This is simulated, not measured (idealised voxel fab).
process module | voxel fin reveal
cross-section cut | 150 nm wide | cells 5 nm
A cross-section is a grid of square cells, given in bands from the top down. A band is one or more rows of cells.
Each band's line starts with the height of the band's top and of its bottom, in nm. Then come its materials from left to right, each with its width in nm. One material with "throughout" fills the band from edge to edge. "air" is empty space.
Height 0 is the level under which the wafer as received is all one material. The lowest band goes on downwards, as in "0 down".
A width such as "30 to 40" changes by the same amount from each row of cells to the next, from the band's top row to its bottom row.
"no change" after a step means that no cell of the cross-section changed.
closed voids: empty space of 8 cells or more with no open way to the top, each as width x height at its distance from the left edge, in nm
after a step's settings: what the simulator itself notes on the step
overlay nm, on a step with a mask: how far to the right of its planned place the mask lay; to the left if negative
plan
1 op RECEIVE | material Si
2 op CONFORMAL_DEP | material SiN | thk nm 10
3 op DIRECTIONAL_DEP | material aC | thk nm 15
4 op PATTERN | tone cover | mask id FINS | material resist | width nm 15 | pitch nm 40 | thk nm 30 | overlay nm 0
5 op DIRECTIONAL_ETCH | etch materials aC | depth nm 15
6 op STRIP | etch materials resist
7 op DIRECTIONAL_ETCH | etch materials SiN | depth nm 10
8 op DIRECTIONAL_ETCH | etch materials Si | depth nm 40
9 op STRIP | etch materials aC
10 op OXIDIZE | depth nm 5
11 op FILL_DEP | material SiO2 | thk nm 15
12 op CMP | height nm 10
13 op SELECTIVE_ETCH | etch materials SiO2 | depth nm 35
14 op STRIP | etch materials SiN
as received, after step 1
  0 down: Si throughout
  closed voids: none
first wafer at the end, as planned
  0 to -25: air 30 | Si 5 | air 35 | Si 5 | air 35 | Si 5 | air 35
  -25 to -45: SiO2 30 | Si 5 | SiO2 35 | Si 5 | SiO2 35 | Si 5 | SiO2 35
  -45 down: Si throughout
  closed voids: none
second wafer at the end: like start, like plan, one mistake
  0 to -25: air 30 | Si 10 | air 30 | Si 10 | air 30 | Si 10 | air 30
  -25 to -45: SiO2 30 | Si 10 | SiO2 30 | Si 10 | SiO2 30 | Si 10 | SiO2 30
  -45 down: Si throughout
  closed voids: none
what went wrong: step 4 ran as: op PATTERN | tone cover | mask id FINS | material resist | width nm 20 | pitch nm 40 | thk nm 30 | overlay nm 0
at the end the second wafer has, in cells: 27 more of Si | 12 fewer of SiO2
